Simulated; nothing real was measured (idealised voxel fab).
The following process module bears the name voxel ribs on slabs.
cross-section cut | 155 nm wide | cells 5 nm
Just so we're on the same page, the cross-sections are grids of square cells, and they're listed out in bands top to bottom, each band one or more rows deep. This entry defines a band. It first specifies the height of the band's top and the height of its bottom in nm, and then specifies the band's materials from left to right, stating each material with its width in nm. The word "everywhere" identifies a single material that fills the band from edge to edge, while the word "air" identifies empty space. It should be noted that heights are counted from 0, beneath which the wafer as supplied is of one material throughout, and that the lowest band possesses no lower boundary but continues downward, as written in "0 down". A width such as "30..40" changes by the same amount from each row of cells to the next, from the band's top row to its bottom row. "changes: none" -> step changed no cross-section cell. Look at "Trapped cavities" for the closed voids: empty spaces with no open path to the top, sized 8 cells or up. Each is width x height at distance, distance from the left edge, all nm. Whatever follows a step's settings on its line is a remark the simulator itself makes about that step. overlay nm: how far to the right of its planned place the mask lay on this masked step (negative: to the left).

[Set out below are the planned steps of the process]
1. RECEIVE (material Si)
2. DIRECTIONAL_DEP (material SiO2; thk nm 20)
3. DIRECTIONAL_DEP (material SiN; thk nm 25)
4. PATTERN (tone cover; mask id RIB; material resist; width nm 30; thk nm 20; overlay nm 0)
5. DIRECTIONAL_ETCH (etch materials SiN; depth nm 15)
6. STRIP (etch materials resist)
7. MASKED_ETCH (tone cover; mask id SLAB; width nm 90; etch materials SiN; depth nm 10; overlay nm 0)
8. FILL_DEP (material SiO2; thk nm 15)
9. CMP (height nm 55)
10. DIRECTIONAL_DEP (material W; thk nm 10)
11. PATTERN (tone cover; mask id HEATER; material resist; width nm 40; thk nm 20; overlay nm 0)
12. DIRECTIONAL_ETCH (etch materials W; depth nm 10)
13. STRIP (etch materials resist)
14. CONFORMAL_DEP (material SiO2; thk nm 5)

[Cross-section of the wafer at receipt, which is the condition after step 1]
0 down: Si everywhere
Trapped cavities: none

[Post-module cross-section of the first of two wafers (run per plan)]
70 to 65: air: 50 / SiO2: 50 / air: 55
65 to 60: air: 50 / SiO2: 5 / W: 40 / SiO2: 5 / air: 55
60 to 55: SiO2: 55 / W: 40 / SiO2: 60
55 to 45: SiO2 everywhere
45 to 30: SiO2: 60 / SiN: 30 / SiO2: 65
30 to 20: SiO2: 30 / SiN: 90 / SiO2: 35
20 to 0: SiO2 everywhere
0 down: Si everywhere
Trapped cavities: none

[Here's the second of our two wafers sectioned at module end. Same start as the first, same plan, but one mistake got made running it]
70 to 65: air: 55 / SiO2: 40 / air: 60
65 to 60: air: 55 / SiO2: 5 / W: 30 / SiO2: 5 / air: 60
60 to 55: SiO2: 60 / W: 30 / SiO2: 65
55 to 45: SiO2 everywhere
45 to 30: SiO2: 60 / SiN: 30 / SiO2: 65
30 to 20: SiO2: 30 / SiN: 90 / SiO2: 35
20 to 0: SiO2 everywhere
0 down: Si everywhere
Trapped cavities: none
What broke from the plan during processing? step 11: run off-plan, actual operation and settings PATTERN (tone cover; mask id HEATER; material resist; width nm 30; thk nm 20; overlay nm 0)
The second wafer ends with more or fewer cells of some materials than the first, per final count: 4 fewer of W
